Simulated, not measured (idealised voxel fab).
Herein follows the process module entitled voxel tone inversion.
For reference, the cross-section in this document is cut, with width 215 nm and square cells of 5 nm.
This document writes a cross-section as a grid whose cells are square, and gives it as bands, listed from the top down; one or more rows of cells form a band.
Band: top height; bottom height; in nm. Then, left to right: material with width in nm, for each material. "all across": a single material spanning edge to edge. "air": empty space.
The reference from which all heights are counted is 0, the level beneath which the as-received wafer is entirely one material; the lowest band, having no lower bound, proceeds downward and is written after the example "0 -> down".
Quick explanation for "30 to 40": the width changes in equal steps down the rows of cells, from the first number in the band's top row to the second number in its bottom row.
Given "nothing different" for a step, no cell of the cross-section differs between before and after that step.
If an empty space has no open way to the top and is at least 8 cells in size, "Unvented internal voids" lists it, written width x height at distance, where distance is measured from the left edge and every value is in nm.
On a step's line, text after the settings is the simulator commenting on that step.
overlay nm: on a step with a mask, how far right of its planned place the mask lay; negative means left.
Steps planned for the process:
1: RECEIVE, material Si
2: CONFORMAL_DEP, material SiCN, thk nm 5
3: DIRECTIONAL_DEP, material polySi, thk nm 25
4: PATTERN, tone cover, mask id POSTS, material resist, width nm 20, pitch nm 45, thk nm 35, overlay nm 0
5: DIRECTIONAL_ETCH, etch materials polySi, depth nm 25
6: STRIP, etch materials resist
7: FILL_DEP, material SiO2, thk nm 10
8: CMP, height nm 30
9: STRIP, etch materials polySi
Keep in mind the plan's value for the thk nm of step 2 comes from the first wafer; the wafers don't share that setting, but they do share the same starting point.
Cross-section of the first of several wafers as received (after step 1):
0 -> down | Si all across
Unvented internal voids: none
End of the module, past its last step, step 9: how the first of several wafers looks in cross-section:
30 -> 5 | SiO2=75, air=20, SiO2=25, air=20, SiO2=75
5 -> 0 | SiCN all across
0 -> down | Si all across
Unvented internal voids: none
Last wafer, end of module, cross-section:
30 -> 20 | SiO2=75, air=20, SiO2=25, air=20, SiO2=75
20 -> 0 | SiCN all across
0 -> down | Si all across
Unvented internal voids: none
Per-wafer rows below. For each material: cells gained (+) or lost (-) since the wafer was received, as of end of module. Then: closed voids:
thk nm 5; +43 SiCN; +175 SiO2; Unvented internal voids: none
thk nm 10; +86 SiCN; +140 SiO2; Unvented internal voids: none
thk nm 15; +129 SiCN; +105 SiO2; Unvented internal voids: none
thk nm 20; +172 SiCN; +70 SiO2; Unvented internal voids: none
